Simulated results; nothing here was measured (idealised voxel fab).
process module | voxel gate over fins
Shown is cross-section cut, with a width of 280 nm and square cells of size 5 nm.
In what follows, cross-sections appear as grids of square cells, described through bands that run from the top down, where every band is one or more rows of cells.
Band: top height; bottom height; in nm. Then, left to right: material with width in nm, for each material. "edge to edge": a single material spanning edge to edge. "empty": empty space.
All heights in this document are referenced to 0, defined as the level beneath which the wafer, as received, consists entirely of one material. The lowest band is not bounded below; it extends indefinitely downward and is written in the form "0 -> down".
Graded width ("30 to 40"): value in top row of band = first number; value in bottom row = second number; row-to-row change constant.
Step note "remains unaltered" = no cross-section cell changed.
What "Closed internal cavities" gives you is every empty space of 8 cells or more that is cut off from the top. Each appears as width x height at distance, with the distance taken from the left edge and width, height and distance all in nm.
after a step's settings: what the simulator itself notes on the step
"overlay nm", when on a step's line for a step with a mask, measures how far to the right of its planned place the mask lay; a negative measure means to the left.
PROCESS STEPS (PLANNED)
step 1: RECEIVE with material Si
step 2: CONFORMAL_DEP with material SiN, thk nm 10
step 3: PATTERN with tone cover, mask id FINS, material resist, width nm 15, pitch nm 40, thk nm 20, overlay nm 0
step 4: DIRECTIONAL_ETCH with etch materials SiN, depth nm 10
step 5: DIRECTIONAL_ETCH with etch materials Si, depth nm 40
step 6: STRIP with etch materials resist
step 7: FILL_DEP with material SiO2, thk nm 15
step 8: CMP with height nm 10
step 9: SELECTIVE_ETCH with etch materials SiO2, depth nm 20
step 10: STRIP with etch materials SiN
step 11: CONFORMAL_DEP with material HfO2, thk nm 5
step 12: CONFORMAL_DEP with material TiN, thk nm 5
step 13: FILL_DEP with material W, thk nm 10
step 14: CMP with height nm 15
step 15: CONFORMAL_DEP with material SiCN, thk nm 10
INCOMING WAFER, CROSS-SECTIONAL VIEW, POST STEP 1
- 0 -> down: Si edge to edge
- Closed internal cavities: none
END-OF-MODULE CROSS-SECTION OF THE FIRST OF TWO WAFERS, PROCESSED AS PLANNED
- 25 -> 15: SiCN edge to edge
- 15 -> 10: W edge to edge
- 10 -> 5: 100 nm W, 35 nm TiN, 5 nm W, 35 nm TiN, 105 nm W
- 5 -> 0: 100 nm W, 5 nm TiN, 25 nm HfO2, 5 nm TiN, 5 nm W, 5 nm TiN, 25 nm HfO2, 5 nm TiN, 105 nm W
- 0 -> -5: 105 nm TiN, 5 nm HfO2, 15 nm Si, 5 nm HfO2, 15 nm TiN, 5 nm HfO2, 15 nm Si, 5 nm HfO2, 110 nm TiN
- -5 -> -10: 110 nm HfO2, 15 nm Si, 25 nm HfO2, 15 nm Si, 115 nm HfO2
- -10 -> -40: 110 nm SiO2, 15 nm Si, 25 nm SiO2, 15 nm Si, 115 nm SiO2
- -40 -> down: Si edge to edge
- Closed internal cavities: none
HERE IS THE SECOND OF THE TWO WAFERS CUT OPEN AT THE END OF THE MODULE - SAME START, SAME PLAN AS THE FIRST ONE, BUT WE MADE ONE MISTAKE RUNNING IT
- 25 -> 15: SiCN edge to edge
- 15 -> 10: W edge to edge
- 10 -> 5: 100 nm W, 80 nm TiN, 100 nm W
- 5 -> 0: 100 nm W, 5 nm TiN, 30 nm HfO2, 10 nm TiN, 30 nm HfO2, 5 nm TiN, 100 nm W
- 0 -> -5: 105 nm TiN, 5 nm HfO2, 20 nm Si, 5 nm HfO2, 10 nm TiN, 5 nm HfO2, 20 nm Si, 5 nm HfO2, 105 nm TiN
- -5 -> -10: 110 nm HfO2, 20 nm Si, 20 nm HfO2, 20 nm Si, 110 nm HfO2
- -10 -> -40: 110 nm SiO2, 20 nm Si, 20 nm SiO2, 20 nm Si, 110 nm SiO2
- -40 -> down: Si edge to edge
- Closed internal cavities: none
What was the processing mistake? for step 3, the planned setting was not used; the step was instead run as PATTERN with tone cover, mask id FINS, material resist, width nm 20, pitch nm 40, thk nm 20, overlay nm 0
Counted in cells at the end, the second wafer holds more or fewer of these materials than the first: Si: 16 more; SiO2: 12 fewer; W: 4 fewer
